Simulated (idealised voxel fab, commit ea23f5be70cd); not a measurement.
process module | voxel air gaps
cross-section cut | 235 nm wide | cells 5 nm
A cross-section is a grid of square cells, given in bands from the top down. A band is one or more rows of cells.
Each band's line starts with the height of the band's top and of its bottom, in nm. Then come its materials from left to right, each with its width in nm. One material with "throughout" fills the band from edge to edge. "air" is empty space.
Height 0 is the level under which the wafer as received is all one material. The lowest band goes on downwards, as in "0 down".
A width such as "30 to 40" changes by the same amount from each row of cells to the next, from the band's top row to its bottom row.
"no change" after a step means that no cell of the cross-section changed.
closed voids: empty space of 8 cells or more with no open way to the top, each as width x height at its distance from the left edge, in nm
after a step's settings: what the simulator itself notes on the step
overlay nm, on a step with a mask: how far to the right of its planned place the mask lay; to the left if negative
plan
1 op RECEIVE | material Si
2 op CONFORMAL_DEP | material SiO2 | thk nm 10
3 op CONFORMAL_DEP | material SiCN | thk nm 5
4 op DIRECTIONAL_DEP | material SiO2 | thk nm 40
5 op MASKED_ETCH | tone open | mask id LINES | width nm 20 | pitch nm 45 | etch materials SiO2 | depth nm 40 | overlay nm 0
6 op CONFORMAL_DEP | material TiN | thk nm 5
7 op FILL_DEP | material W | thk nm 5
8 op CMP | height nm 55
9 op EPI | material Ru | thk nm 10
10 op SELECTIVE_ETCH | etch materials SiO2 | depth nm 50
11 op CONFORMAL_DEP | material SiCN | thk nm 5
as received, after step 1
  0 down: Si throughout
  closed voids: none
first wafer at the end, as planned
  70 to 65: air 25 | SiCN 185 | air 25
  65 to 55: air 25 | SiCN 5 | Ru 40 | SiCN 5 | Ru 40 | SiCN 5 | Ru 40 | SiCN 5 | Ru 40 | SiCN 5 | air 25
  55 to 50: air 25 | SiCN 15 | TiN 5 | W 10 | TiN 5 | SiCN 25 | TiN 5 | W 10 | TiN 5 | SiCN 25 | TiN 5 | W 10 | TiN 5 | SiCN 25 | TiN 5 | W 10 | TiN 5 | SiCN 15 | air 25
  50 to 20: air 35 | SiCN 5 | TiN 5 | W 10 | TiN 5 | SiCN 5 | air 15 | SiCN 5 | TiN 5 | W 10 | TiN 5 | SiCN 5 | air 15 | SiCN 5 | TiN 5 | W 10 | TiN 5 | SiCN 5 | air 15 | SiCN 5 | TiN 5 | W 10 | TiN 5 | SiCN 5 | air 35
  20 to 15: SiCN 40 | TiN 20 | SiCN 25 | TiN 20 | SiCN 25 | TiN 20 | SiCN 25 | TiN 20 | SiCN 40
  15 to 10: SiCN throughout
  10 to 0: SiO2 throughout
  0 down: Si throughout
  closed voids: 15 x 30 at 65; 15 x 30 at 110; 15 x 30 at 155
second wafer at the end: like start, like plan, one mistake
  70 to 65: SiCN throughout
  65 to 55: Ru throughout
  55 to 20: W 35 | TiN 5 | SiO2 20 | TiN 5 | W 15 | TiN 5 | SiO2 20 | TiN 5 | W 15 | TiN 5 | SiO2 20 | TiN 5 | W 15 | TiN 5 | SiO2 20 | TiN 5 | W 35
  20 to 15: TiN 40 | SiO2 20 | TiN 25 | SiO2 20 | TiN 25 | SiO2 20 | TiN 25 | SiO2 20 | TiN 40
  15 to 10: SiCN throughout
  10 to 0: SiO2 throughout
  0 down: Si throughout
  closed voids: none
what went wrong: step 5 ran as: op MASKED_ETCH | tone cover | mask id LINES | width nm 20 | pitch nm 45 | etch materials SiO2 | depth nm 40 | overlay nm 0
at the end the second wafer has, in cells: 30 more of Ru | 100 fewer of SiCN | 128 more of SiO2 | 15 more of TiN | 105 more of W
closed voids at the end (first wafer, second wafer): 3, 0
